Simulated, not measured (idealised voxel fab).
The name of this process module is voxel spacer lines.
This is section cut - it's 260 nm across, gridded in 5 nm square cells.
When this document writes out a cross-section, it uses a grid of square cells and lists it as bands, beginning at the top and moving down, with a band standing for one or more rows of cells. Within each band entry, the heights of the top and of the bottom of the band appear first, in that order and in nm; the materials of the band then follow from left to right, each with its corresponding width in nm. The designation "edge to edge" on a single material indicates that it fills the band from edge to edge; the designation "blank" indicates empty space. Heights from 0 (as-received wafer is one material below). Bottom band endless downward, as "0 -> down". A width such as "30 to 40" changes by the same amount from each row of cells to the next, from the band's top row to its bottom row. What does "remains unaltered" mean for a step? It means no cell of the cross-section changed in that step. The list in "Encapsulated voids" covers empty spaces of 8 cells or more that cannot reach the top through any open way, and it gives each as width x height at distance; the distance is from the left edge, and width, height and distance are in nm. The remark found on a step's line after its settings is issued by the simulator itself and pertains to that step. A step line may carry the setting "overlay nm", which, for steps involving a mask, states the distance by which the mask lay to the right of its intended position; negative values denote displacement to the left.
-- The planned process steps are enumerated hereunder
| 1 | RECEIVE: material Si |
| 2 | CONFORMAL_DEP: material Al2O3, thk nm 5 |
| 3 | DIRECTIONAL_DEP: material SiN, thk nm 10 |
| 4 | DIRECTIONAL_DEP: material aC, thk nm 20 |
| 5 | PATTERN: tone cover, mask id MANDREL, material resist, width nm 25, pitch nm 70, thk nm 30, overlay nm 0 |
| 6 | DIRECTIONAL_ETCH: etch materials aC, depth nm 20 |
| 7 | STRIP: etch materials resist |
| 8 | CONFORMAL_DEP: material SiO2, thk nm 10 |
| 9 | DIRECTIONAL_ETCH: etch materials SiO2, depth nm 10 |
| 10 | STRIP: etch materials aC |
| 11 | DIRECTIONAL_ETCH: etch materials SiN, depth nm 10 |
| 12 | STRIP: etch materials SiO2 |
| 13 | FILL_DEP: material SiO2, thk nm 10 |
| 14 | CMP: height nm 15 |
-- Cross-section: wafer on arrival = after step 1
- 0 -> down: Si edge to edge
- Encapsulated voids: none
-- Cross-sectional result after module completion. Note: starting condition and plan are unchanged from above; one processing mistake was made
- 15 -> 5: SiO2 45 / SiN 10 / SiO2 5 / SiN 10 / SiO2 45 / SiN 10 / SiO2 5 / SiN 10 / SiO2 45 / SiN 10 / SiO2 5 / SiN 10 / SiO2 50
- 5 -> 0: Al2O3 edge to edge
- 0 -> down: Si edge to edge
- Encapsulated voids: none
Want to know what went wrong? step 5 did not use the planned setting and instead ran as PATTERN: tone open, mask id MANDREL, material resist, width nm 25, pitch nm 70, thk nm 30, overlay nm 0
